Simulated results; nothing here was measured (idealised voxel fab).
The process module that follows is named voxel self aligned contacts.
230 nm wide, 5 nm square cells: that's cross-section cut.
Cross-sections here: square-cell grids, written as top-down lists of bands, a band being one or more rows of cells.
Heads up on the band format: heights come first, top then bottom, in nm. After that it's the materials left to right, each with its width in nm. A single material flagged "all across" fills the whole band edge to edge, and "blank" means there's empty space there.
Beneath 0, the wafer as received is one material, and that level is where height counting begins. The lowest band goes on downward without a bottom; it is written like "0 nm and below".
Width: "30->40" (first number = top row, second number = bottom row, same change from row to row of cells).
Where a step carries "left unchanged", the cross-section came out of it unchanged, cell for cell.
Voids not open to the top, 8 cells minimum: see "Fully sealed cavities". Written width x height at distance; distance is from the left edge; nm.
On each step's line, the part that comes after the settings is the simulator's own comment on the step.
"overlay nm" denotes, for a step that has a mask, the displacement of the mask to the right of its planned place, with negative values corresponding to the left.

## Here's what the planned process steps look like
1. RECEIVE [material Si]
2. OXIDIZE [depth nm 5]
3. DIRECTIONAL_DEP [material polySi] [thk nm 25]
4. DIRECTIONAL_DEP [material SiN] [thk nm 20]
5. PATTERN [tone cover] [mask id GATE] [material resist] [width nm 35] [pitch nm 70] [thk nm 15] [overlay nm 0]
6. DIRECTIONAL_ETCH [etch materials SiN] [depth nm 20]
7. DIRECTIONAL_ETCH [etch materials polySi] [depth nm 25]
8. STRIP [etch materials resist]
9. CONFORMAL_DEP [material SiN] [thk nm 5]
10. DIRECTIONAL_ETCH [etch materials SiN] [depth nm 5]
11. FILL_DEP [material SiO2] [thk nm 15]
12. CMP [height nm 50]
13. MASKED_ETCH [tone open] [mask id CONTACT] [width nm 55] [etch materials SiO2] [depth nm 55] [overlay nm 0]
14. CONFORMAL_DEP [material TiN] [thk nm 5]
15. FILL_DEP [material Ru] [thk nm 10]
16. CMP [height nm 50]
17. CONFORMAL_DEP [material SiCN] [thk nm 5]

## First of the two wafers, run per plan

## Wafer at receipt (post step 1), cross-section
  0 nm and below  Si all across
  Fully sealed cavities: none

## Wafer after step 2 (cross-section)
  0 nm to -5 nm  SiO2 all across
  Whatever lies below -5 is exactly as it was before.

## Wafer after step 3 (cross-section)
  25 nm to 0 nm  polySi all across
  Whatever lies below 0 is exactly as it was before.

## Wafer after step 4 (cross-section)
  45 nm to 25 nm  SiN all across
  Whatever lies below 25 is exactly as it was before.

## Wafer after step 5 (cross-section)
  60 nm to 45 nm  60 of blank / 35 of resist / 35 of blank / 35 of resist / 65 of blank
  Whatever lies below 45 is exactly as it was before.

## Wafer after step 6 (cross-section)
  60 nm to 45 nm  60 of blank / 35 of resist / 35 of blank / 35 of resist / 65 of blank
  45 nm to 25 nm  60 of blank / 35 of SiN / 35 of blank / 35 of SiN / 65 of blank
  Whatever lies below 25 is exactly as it was before.

## Wafer after step 7 (cross-section)
  60 nm to 45 nm  60 of blank / 35 of resist / 35 of blank / 35 of resist / 65 of blank
  45 nm to 25 nm  60 of blank / 35 of SiN / 35 of blank / 35 of SiN / 65 of blank
  25 nm to 0 nm  60 of blank / 35 of polySi / 35 of blank / 35 of polySi / 65 of blank
  Whatever lies below 0 is exactly as it was before.

## Wafer after step 8 (cross-section)
  45 nm to 25 nm  60 of blank / 35 of SiN / 35 of blank / 35 of SiN / 65 of blank
  Whatever lies below 25 is exactly as it was before.

## Wafer after step 9 (cross-section)
  50 nm to 25 nm  55 of blank / 45 of SiN / 25 of blank / 45 of SiN / 60 of blank
  25 nm to 5 nm  55 of blank / 5 of SiN / 35 of polySi / 5 of SiN / 25 of blank / 5 of SiN / 35 of polySi / 5 of SiN / 60 of blank
  5 nm to 0 nm  60 of SiN / 35 of polySi / 35 of SiN / 35 of polySi / 65 of SiN
  Whatever lies below 0 is exactly as it was before.

## Wafer after step 10 (cross-section)
  45 nm to 25 nm  55 of blank / 45 of SiN / 25 of blank / 45 of SiN / 60 of blank
  25 nm to 0 nm  55 of blank / 5 of SiN / 35 of polySi / 5 of SiN / 25 of blank / 5 of SiN / 35 of polySi / 5 of SiN / 60 of blank
  Whatever lies below 0 is exactly as it was before.

## Wafer after step 11 (cross-section)
  60 nm to 45 nm  SiO2 all across
  45 nm to 25 nm  55 of SiO2 / 45 of SiN / 25 of SiO2 / 45 of SiN / 60 of SiO2
  25 nm to 0 nm  55 of SiO2 / 5 of SiN / 35 of polySi / 5 of SiN / 25 of SiO2 / 5 of SiN / 35 of polySi / 5 of SiN / 60 of SiO2
  Whatever lies below 0 is exactly as it was before.

## Wafer after step 12 (cross-section)
  50 nm to 45 nm  SiO2 all across
  Whatever lies below 45 is exactly as it was before.

## Wafer after step 13 (cross-section)
  50 nm to 45 nm  85 of SiO2 / 55 of blank / 90 of SiO2
  45 nm to 25 nm  55 of SiO2 / 45 of SiN / 25 of blank / 45 of SiN / 60 of SiO2
  25 nm to 0 nm  55 of SiO2 / 5 of SiN / 35 of polySi / 5 of SiN / 25 of blank / 5 of SiN / 35 of polySi / 5 of SiN / 60 of SiO2
  0 nm to -5 nm  100 of SiO2 / 25 of blank / 105 of SiO2
  Whatever lies below -5 is exactly as it was before.

## Wafer after step 14 (cross-section)
  55 nm to 50 nm  90 of TiN / 45 of blank / 95 of TiN
  50 nm to 45 nm  85 of SiO2 / 20 of TiN / 15 of blank / 20 of TiN / 90 of SiO2
  45 nm to 25 nm  55 of SiO2 / 45 of SiN / 5 of TiN / 15 of blank / 5 of TiN / 45 of SiN / 60 of SiO2
  25 nm to 0 nm  55 of SiO2 / 5 of SiN / 35 of polySi / 5 of SiN / 5 of TiN / 15 of blank / 5 of TiN / 5 of SiN / 35 of polySi / 5 of SiN / 60 of SiO2
  0 nm to -5 nm  100 of SiO2 / 25 of TiN / 105 of SiO2
  Whatever lies below -5 is exactly as it was before.

## Wafer after step 15 (cross-section)
  65 nm to 55 nm  Ru all across
  55 nm to 50 nm  90 of TiN / 45 of Ru / 95 of TiN
  50 nm to 45 nm  85 of SiO2 / 20 of TiN / 15 of Ru / 20 of TiN / 90 of SiO2
  45 nm to 25 nm  55 of SiO2 / 45 of SiN / 5 of TiN / 15 of Ru / 5 of TiN / 45 of SiN / 60 of SiO2
  25 nm to 0 nm  55 of SiO2 / 5 of SiN / 35 of polySi / 5 of SiN / 5 of TiN / 15 of Ru / 5 of TiN / 5 of SiN / 35 of polySi / 5 of SiN / 60 of SiO2
  Whatever lies below 0 is exactly as it was before.

## Wafer after step 16 (cross-section)
  50 nm to 45 nm  85 of SiO2 / 20 of TiN / 15 of Ru / 20 of TiN / 90 of SiO2
  Whatever lies below 45 is exactly as it was before.

## Wafer after step 17 (cross-section)
  55 nm to 50 nm  SiCN all across
  Whatever lies below 50 is exactly as it was before.

## Wafer two of the pair: same origin, same plan, one error during the run; identical to wafer one up to and including step 4

## Look at the second wafer in cross-section at the time step 5 ought to have finished
  60 nm to 45 nm  60 of resist / 35 of blank / 35 of resist / 35 of blank / 65 of resist
  Whatever lies below 45 is exactly as it was before.

## Look at the second wafer in cross-section at the time step 6 ought to have finished
  60 nm to 45 nm  60 of resist / 35 of blank / 35 of resist / 35 of blank / 65 of resist
  45 nm to 25 nm  60 of SiN / 35 of blank / 35 of SiN / 35 of blank / 65 of SiN
  Whatever lies below 25 is exactly as it was before.

## Look at the second wafer in cross-section at the time step 7 ought to have finished
  60 nm to 45 nm  60 of resist / 35 of blank / 35 of resist / 35 of blank / 65 of resist
  45 nm to 25 nm  60 of SiN / 35 of blank / 35 of SiN / 35 of blank / 65 of SiN
  25 nm to 0 nm  60 of polySi / 35 of blank / 35 of polySi / 35 of blank / 65 of polySi
  Whatever lies below 0 is exactly as it was before.

## Look at the second wafer in cross-section at the time step 8 ought to have finished
  45 nm to 25 nm  60 of SiN / 35 of blank / 35 of SiN / 35 of blank / 65 of SiN
  Whatever lies below 25 is exactly as it was before.

## Look at the second wafer in cross-section at the time step 9 ought to have finished
  50 nm to 25 nm  65 of SiN / 25 of blank / 45 of SiN / 25 of blank / 70 of SiN
  25 nm to 5 nm  60 of polySi / 5 of SiN / 25 of blank / 5 of SiN / 35 of polySi / 5 of SiN / 25 of blank / 5 of SiN / 65 of polySi
  5 nm to 0 nm  60 of polySi / 35 of SiN / 35 of polySi / 35 of SiN / 65 of polySi
  Whatever lies below 0 is exactly as it was before.

## Look at the second wafer in cross-section at the time step 10 ought to have finished
  45 nm to 25 nm  65 of SiN / 25 of blank / 45 of SiN / 25 of blank / 70 of SiN
  25 nm to 0 nm  60 of polySi / 5 of SiN / 25 of blank / 5 of SiN / 35 of polySi / 5 of SiN / 25 of blank / 5 of SiN / 65 of polySi
  Whatever lies below 0 is exactly as it was before.

## Look at the second wafer in cross-section at the time step 11 ought to have finished
  60 nm to 45 nm  SiO2 all across
  45 nm to 25 nm  65 of SiN / 25 of SiO2 / 45 of SiN / 25 of SiO2 / 70 of SiN
  25 nm to 0 nm  60 of polySi / 5 of SiN / 25 of SiO2 / 5 of SiN / 35 of polySi / 5 of SiN / 25 of SiO2 / 5 of SiN / 65 of polySi
  Whatever lies below 0 is exactly as it was before.

## Look at the second wafer in cross-section at the time step 12 ought to have finished
  50 nm to 45 nm  SiO2 all across
  Whatever lies below 45 is exactly as it was before.

## Look at the second wafer in cross-section at the time step 13 ought to have finished
  50 nm to 45 nm  85 of SiO2 / 55 of blank / 90 of SiO2
  45 nm to 25 nm  65 of SiN / 20 of SiO2 / 5 of blank / 45 of SiN / 5 of blank / 20 of SiO2 / 70 of SiN
  25 nm to 0 nm  60 of polySi / 5 of SiN / 20 of SiO2 / 5 of blank / 5 of SiN / 35 of polySi / 5 of SiN / 5 of blank / 20 of SiO2 / 5 of SiN / 65 of polySi
  0 nm to -5 nm  85 of SiO2 / 5 of blank / 45 of SiO2 / 5 of blank / 90 of SiO2
  Whatever lies below -5 is exactly as it was before.

## Look at the second wafer in cross-section at the time step 14 ought to have finished
  55 nm to 50 nm  90 of TiN / 45 of blank / 95 of TiN
  50 nm to 45 nm  85 of SiO2 / 55 of TiN / 90 of SiO2
  45 nm to 25 nm  65 of SiN / 20 of SiO2 / 5 of TiN / 45 of SiN / 5 of TiN / 20 of SiO2 / 70 of SiN
  25 nm to 0 nm  60 of polySi / 5 of SiN / 20 of SiO2 / 5 of TiN / 5 of SiN / 35 of polySi / 5 of SiN / 5 of TiN / 20 of SiO2 / 5 of SiN / 65 of polySi
  0 nm to -5 nm  85 of SiO2 / 5 of TiN / 45 of SiO2 / 5 of TiN / 90 of SiO2
  Whatever lies below -5 is exactly as it was before.

## Look at the second wafer in cross-section at the time step 15 ought to have finished
  65 nm to 55 nm  Ru all across
  55 nm to 50 nm  90 of TiN / 45 of Ru / 95 of TiN
  Whatever lies below 50 is exactly as it was before.

## Look at the second wafer in cross-section at the time step 16 ought to have finished
  50 nm to 45 nm  85 of SiO2 / 55 of TiN / 90 of SiO2
  Whatever lies below 45 is exactly as it was before.

## Look at the second wafer in cross-section at the time step 17 ought to have finished
  55 nm to 50 nm  SiCN all across
  Whatever lies below 50 is exactly as it was before.
What was the processing mistake? it should be noted that step 5 was executed with settings other than those planned, the operation and settings actually applied being PATTERN [tone open] [mask id GATE] [material resist] [width nm 35] [pitch nm 70] [thk nm 15] [overlay nm 0]
Final tally in cells, some materials are higher or lower on the second wafer than on the first: Ru: 30 fewer; SiN: 72 more; SiO2: 132 fewer; polySi: 90 more
